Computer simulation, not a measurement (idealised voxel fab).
process module | voxel fin reveal
cross-section cut | 155 nm wide | cells 5 nm
A cross-section is a grid of square cells, given in bands from the top down. A band is one or more rows of cells.
Each band's line starts with the height of the band's top and of its bottom, in nm. Then come its materials from left to right, each with its width in nm. One material with "throughout" fills the band from edge to edge. "air" is empty space.
Height 0 is the level under which the wafer as received is all one material. The lowest band goes on downwards, as in "0 down".
A width such as "30 to 40" changes by the same amount from each row of cells to the next, from the band's top row to its bottom row.
"no change" after a step means that no cell of the cross-section changed.
closed voids: empty space of 8 cells or more with no open way to the top, each as width x height at its distance from the left edge, in nm
after a step's settings: what the simulator itself notes on the step
overlay nm, on a step with a mask: how far to the right of its planned place the mask lay; to the left if negative
plan
1 op RECEIVE | material Si
2 op CONFORMAL_DEP | material SiN | thk nm 5
3 op DIRECTIONAL_DEP | material aC | thk nm 10
4 op PATTERN | tone cover | mask id FINS | material resist | width nm 15 | pitch nm 35 | thk nm 30 | overlay nm 0
5 op DIRECTIONAL_ETCH | etch materials aC | depth nm 10
6 op STRIP | etch materials resist
7 op DIRECTIONAL_ETCH | etch materials SiN | depth nm 5
8 op DIRECTIONAL_ETCH | etch materials Si | depth nm 30
9 op STRIP | etch materials aC
10 op FILL_DEP | material SiO2 | thk nm 10
11 op CMP | height nm 5
12 op SELECTIVE_ETCH | etch materials SiO2 | depth nm 15
13 op STRIP | etch materials SiN
first wafer, as planned
as received, after step 1
  0 down: Si throughout
  closed voids: none
after step 2
  5 to 0: SiN throughout
  below 0: unchanged
after step 3
  15 to 5: aC throughout
  below 5: unchanged
after step 4
  45 to 15: air 15 | resist 15 | air 20 | resist 15 | air 20 | resist 15 | air 20 | resist 15 | air 20
  below 15: unchanged
after step 5
  35 to 15: air 15 | resist 15 | air 20 | resist 15 | air 20 | resist 15 | air 20 | resist 15 | air 20
  15 to 5: air 15 | aC 15 | air 20 | aC 15 | air 20 | aC 15 | air 20 | aC 15 | air 20
  below 5: unchanged
after step 6
  15 to 5: air 15 | aC 15 | air 20 | aC 15 | air 20 | aC 15 | air 20 | aC 15 | air 20
  below 5: unchanged
after step 7
  15 to 5: air 15 | aC 15 | air 20 | aC 15 | air 20 | aC 15 | air 20 | aC 15 | air 20
  5 to 0: air 15 | SiN 15 | air 20 | SiN 15 | air 20 | SiN 15 | air 20 | SiN 15 | air 20
  below 0: unchanged
after step 8
  15 to 5: air 15 | aC 15 | air 20 | aC 15 | air 20 | aC 15 | air 20 | aC 15 | air 20
  5 to 0: air 15 | SiN 15 | air 20 | SiN 15 | air 20 | SiN 15 | air 20 | SiN 15 | air 20
  0 to -30: air 15 | Si 15 | air 20 | Si 15 | air 20 | Si 15 | air 20 | Si 15 | air 20
  below -30: unchanged
after step 9
  5 to 0: air 15 | SiN 15 | air 20 | SiN 15 | air 20 | SiN 15 | air 20 | SiN 15 | air 20
  below 0: unchanged
after step 10
  15 to 5: SiO2 throughout
  5 to 0: SiO2 15 | SiN 15 | SiO2 20 | SiN 15 | SiO2 20 | SiN 15 | SiO2 20 | SiN 15 | SiO2 20
  0 to -30: SiO2 15 | Si 15 | SiO2 20 | Si 15 | SiO2 20 | Si 15 | SiO2 20 | Si 15 | SiO2 20
  below -30: unchanged
after step 11
  5 to 0: SiO2 15 | SiN 15 | SiO2 20 | SiN 15 | SiO2 20 | SiN 15 | SiO2 20 | SiN 15 | SiO2 20
  below 0: unchanged
after step 12
  5 to 0: air 15 | SiN 15 | air 20 | SiN 15 | air 20 | SiN 15 | air 20 | SiN 15 | air 20
  0 to -10: air 15 | Si 15 | air 20 | Si 15 | air 20 | Si 15 | air 20 | Si 15 | air 20
  below -10: unchanged
after step 13
  0 to -10: air 15 | Si 15 | air 20 | Si 15 | air 20 | Si 15 | air 20 | Si 15 | air 20
  below -10: unchanged
second wafer: like start, like plan, one mistake. Through step 3 it matches the first wafer
when step 4 should have ended
  45 to 15: air 15 | resist 20 | air 15 | resist 20 | air 15 | resist 20 | air 15 | resist 20 | air 15
  below 15: unchanged
when step 5 should have ended
  35 to 15: air 15 | resist 20 | air 15 | resist 20 | air 15 | resist 20 | air 15 | resist 20 | air 15
  15 to 5: air 15 | aC 20 | air 15 | aC 20 | air 15 | aC 20 | air 15 | aC 20 | air 15
  below 5: unchanged
when step 6 should have ended
  15 to 5: air 15 | aC 20 | air 15 | aC 20 | air 15 | aC 20 | air 15 | aC 20 | air 15
  below 5: unchanged
when step 7 should have ended
  15 to 5: air 15 | aC 20 | air 15 | aC 20 | air 15 | aC 20 | air 15 | aC 20 | air 15
  5 to 0: air 15 | SiN 20 | air 15 | SiN 20 | air 15 | SiN 20 | air 15 | SiN 20 | air 15
  below 0: unchanged
when step 8 should have ended
  15 to 5: air 15 | aC 20 | air 15 | aC 20 | air 15 | aC 20 | air 15 | aC 20 | air 15
  5 to 0: air 15 | SiN 20 | air 15 | SiN 20 | air 15 | SiN 20 | air 15 | SiN 20 | air 15
  0 to -30: air 15 | Si 20 | air 15 | Si 20 | air 15 | Si 20 | air 15 | Si 20 | air 15
  below -30: unchanged
when step 9 should have ended
  5 to 0: air 15 | SiN 20 | air 15 | SiN 20 | air 15 | SiN 20 | air 15 | SiN 20 | air 15
  below 0: unchanged
when step 10 should have ended
  15 to 5: SiO2 throughout
  5 to 0: SiO2 15 | SiN 20 | SiO2 15 | SiN 20 | SiO2 15 | SiN 20 | SiO2 15 | SiN 20 | SiO2 15
  0 to -30: SiO2 15 | Si 20 | SiO2 15 | Si 20 | SiO2 15 | Si 20 | SiO2 15 | Si 20 | SiO2 15
  below -30: unchanged
when step 11 should have ended
  5 to 0: SiO2 15 | SiN 20 | SiO2 15 | SiN 20 | SiO2 15 | SiN 20 | SiO2 15 | SiN 20 | SiO2 15
  below 0: unchanged
when step 12 should have ended
  5 to 0: air 15 | SiN 20 | air 15 | SiN 20 | air 15 | SiN 20 | air 15 | SiN 20 | air 15
  0 to -10: air 15 | Si 20 | air 15 | Si 20 | air 15 | Si 20 | air 15 | Si 20 | air 15
  below -10: unchanged
when step 13 should have ended
  0 to -10: air 15 | Si 20 | air 15 | Si 20 | air 15 | Si 20 | air 15 | Si 20 | air 15
  below -10: unchanged
what went wrong: step 4 ran as: op PATTERN | tone cover | mask id FINS | material resist | width nm 20 | pitch nm 35 | thk nm 30 | overlay nm 0
at the end the second wafer has, in cells: 24 more of Si | 16 fewer of SiO2
